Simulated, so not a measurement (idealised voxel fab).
process module | voxel air gaps
cross-section cut | 300 nm wide | cells 5 nm
A cross-section is a grid of square cells, given in bands from the top down. A band is one or more rows of cells.
Each band's line starts with the height of the band's top and of its bottom, in nm. Then come its materials from left to right, each with its width in nm. One material with "throughout" fills the band from edge to edge. "air" is empty space.
Height 0 is the level under which the wafer as received is all one material. The lowest band goes on downwards, as in "0 down".
A width such as "30 to 40" changes by the same amount from each row of cells to the next, from the band's top row to its bottom row.
"no change" after a step means that no cell of the cross-section changed.
closed voids: empty space of 8 cells or more with no open way to the top, each as width x height at its distance from the left edge, in nm
after a step's settings: what the simulator itself notes on the step
overlay nm, on a step with a mask: how far to the right of its planned place the mask lay; to the left if negative
plan
1 op RECEIVE | material Si
2 op CONFORMAL_DEP | material SiO2 | thk nm 10
3 op CONFORMAL_DEP | material SiCN | thk nm 5
4 op DIRECTIONAL_DEP | material SiO2 | thk nm 40
5 op MASKED_ETCH | tone open | mask id LINES | width nm 25 | pitch nm 50 | etch materials SiO2 | depth nm 40 | overlay nm 0
6 op CONFORMAL_DEP | material TiN | thk nm 5
7 op FILL_DEP | material Ru | thk nm 10
8 op CMP | height nm 55
9 op EPI | material Ru | thk nm 10
10 op SELECTIVE_ETCH | etch materials SiO2 | depth nm 50
11 op CONFORMAL_DEP | material SiCN | thk nm 5
first wafer, as planned
as received, after step 1
  0 down: Si throughout
  closed voids: none
after step 2
  10 to 0: SiO2 throughout
  below 0: unchanged
after step 3
  15 to 10: SiCN throughout
  below 10: unchanged
after step 4
  55 to 15: SiO2 throughout
  below 15: unchanged
after step 5
  55 to 15: SiO2 85 | air 25 | SiO2 25 | air 25 | SiO2 25 | air 25 | SiO2 90
  below 15: unchanged
after step 6
  60 to 55: TiN 90 | air 15 | TiN 35 | air 15 | TiN 35 | air 15 | TiN 95
  55 to 20: SiO2 85 | TiN 5 | air 15 | TiN 5 | SiO2 25 | TiN 5 | air 15 | TiN 5 | SiO2 25 | TiN 5 | air 15 | TiN 5 | SiO2 90
  20 to 15: SiO2 85 | TiN 25 | SiO2 25 | TiN 25 | SiO2 25 | TiN 25 | SiO2 90
  below 15: unchanged
after step 7
  70 to 60: Ru throughout
  60 to 55: TiN 90 | Ru 15 | TiN 35 | Ru 15 | TiN 35 | Ru 15 | TiN 95
  55 to 20: SiO2 85 | TiN 5 | Ru 15 | TiN 5 | SiO2 25 | TiN 5 | Ru 15 | TiN 5 | SiO2 25 | TiN 5 | Ru 15 | TiN 5 | SiO2 90
  below 20: unchanged
after step 8
  55 to 20: SiO2 85 | TiN 5 | Ru 15 | TiN 5 | SiO2 25 | TiN 5 | Ru 15 | TiN 5 | SiO2 25 | TiN 5 | Ru 15 | TiN 5 | SiO2 90
  below 20: unchanged
after step 9
  65 to 55: air 75 | Ru 45 | air 5 | Ru 45 | air 5 | Ru 45 | air 80
  below 55: unchanged
after step 10
  65 to 55: air 75 | Ru 45 | air 5 | Ru 45 | air 5 | Ru 45 | air 80
  55 to 20: air 85 | TiN 5 | Ru 15 | TiN 5 | air 25 | TiN 5 | Ru 15 | TiN 5 | air 25 | TiN 5 | Ru 15 | TiN 5 | air 90
  20 to 15: air 85 | TiN 25 | air 25 | TiN 25 | air 25 | TiN 25 | air 90
  below 15: unchanged
after step 11
  70 to 65: air 70 | SiCN 155 | air 75
  65 to 55: air 70 | SiCN 5 | Ru 45 | SiCN 5 | Ru 45 | SiCN 5 | Ru 45 | SiCN 5 | air 75
  55 to 50: air 70 | SiCN 15 | TiN 5 | Ru 15 | TiN 5 | SiCN 25 | TiN 5 | Ru 15 | TiN 5 | SiCN 25 | TiN 5 | Ru 15 | TiN 5 | SiCN 15 | air 75
  50 to 20: air 80 | SiCN 5 | TiN 5 | Ru 15 | TiN 5 | SiCN 5 | air 15 | SiCN 5 | TiN 5 | Ru 15 | TiN 5 | SiCN 5 | air 15 | SiCN 5 | TiN 5 | Ru 15 | TiN 5 | SiCN 5 | air 85
  20 to 15: SiCN 85 | TiN 25 | SiCN 25 | TiN 25 | SiCN 25 | TiN 25 | SiCN 90
  below 15: unchanged
  closed voids: 15 x 30 at 115; 15 x 30 at 165
second wafer: like start, like plan, one mistake. Through step 1 it matches the first wafer
when step 2 should have ended
  5 to 0: SiCN throughout
  below 0: unchanged
when step 3 should have ended
  15 to 5: SiO2 throughout
  below 5: unchanged
when step 4 should have ended
  55 to 5: SiO2 throughout
  below 5: unchanged
when step 5 should have ended
  55 to 15: SiO2 85 | air 25 | SiO2 25 | air 25 | SiO2 25 | air 25 | SiO2 90
  below 15: unchanged
when step 6 should have ended
  60 to 55: TiN 90 | air 15 | TiN 35 | air 15 | TiN 35 | air 15 | TiN 95
  55 to 20: SiO2 85 | TiN 5 | air 15 | TiN 5 | SiO2 25 | TiN 5 | air 15 | TiN 5 | SiO2 25 | TiN 5 | air 15 | TiN 5 | SiO2 90
  20 to 15: SiO2 85 | TiN 25 | SiO2 25 | TiN 25 | SiO2 25 | TiN 25 | SiO2 90
  below 15: unchanged
when step 7 should have ended
  70 to 60: Ru throughout
  60 to 55: TiN 90 | Ru 15 | TiN 35 | Ru 15 | TiN 35 | Ru 15 | TiN 95
  55 to 20: SiO2 85 | TiN 5 | Ru 15 | TiN 5 | SiO2 25 | TiN 5 | Ru 15 | TiN 5 | SiO2 25 | TiN 5 | Ru 15 | TiN 5 | SiO2 90
  below 20: unchanged
when step 8 should have ended
  55 to 20: SiO2 85 | TiN 5 | Ru 15 | TiN 5 | SiO2 25 | TiN 5 | Ru 15 | TiN 5 | SiO2 25 | TiN 5 | Ru 15 | TiN 5 | SiO2 90
  below 20: unchanged
when step 9 should have ended
  65 to 55: air 75 | Ru 45 | air 5 | Ru 45 | air 5 | Ru 45 | air 80
  below 55: unchanged
when step 10 should have ended
  65 to 55: air 75 | Ru 45 | air 5 | Ru 45 | air 5 | Ru 45 | air 80
  55 to 20: air 85 | TiN 5 | Ru 15 | TiN 5 | air 25 | TiN 5 | Ru 15 | TiN 5 | air 25 | TiN 5 | Ru 15 | TiN 5 | air 90
  20 to 15: air 85 | TiN 25 | air 25 | TiN 25 | air 25 | TiN 25 | air 90
  15 to 5: air 95 | SiO2 5 | air 45 | SiO2 5 | air 45 | SiO2 5 | air 100
  below 5: unchanged
when step 11 should have ended
  70 to 65: air 70 | SiCN 155 | air 75
  65 to 55: air 70 | SiCN 5 | Ru 45 | SiCN 5 | Ru 45 | SiCN 5 | Ru 45 | SiCN 5 | air 75
  55 to 50: air 70 | SiCN 15 | TiN 5 | Ru 15 | TiN 5 | SiCN 25 | TiN 5 | Ru 15 | TiN 5 | SiCN 25 | TiN 5 | Ru 15 | TiN 5 | SiCN 15 | air 75
  50 to 20: air 80 | SiCN 5 | TiN 5 | Ru 15 | TiN 5 | SiCN 5 | air 15 | SiCN 5 | TiN 5 | Ru 15 | TiN 5 | SiCN 5 | air 15 | SiCN 5 | TiN 5 | Ru 15 | TiN 5 | SiCN 5 | air 85
  20 to 15: air 80 | SiCN 5 | TiN 25 | SiCN 5 | air 15 | SiCN 5 | TiN 25 | SiCN 5 | air 15 | SiCN 5 | TiN 25 | SiCN 5 | air 85
  15 to 10: air 80 | SiCN 15 | SiO2 5 | SiCN 15 | air 15 | SiCN 15 | SiO2 5 | SiCN 15 | air 15 | SiCN 15 | SiO2 5 | SiCN 15 | air 85
  10 to 5: SiCN 95 | SiO2 5 | SiCN 45 | SiO2 5 | SiCN 45 | SiO2 5 | SiCN 100
  below 5: unchanged
  closed voids: 15 x 40 at 115; 15 x 40 at 165
what went wrong: steps 2 and 3 were swapped
at the end the second wafer has, in cells: 36 more of SiCN | 114 fewer of SiO2
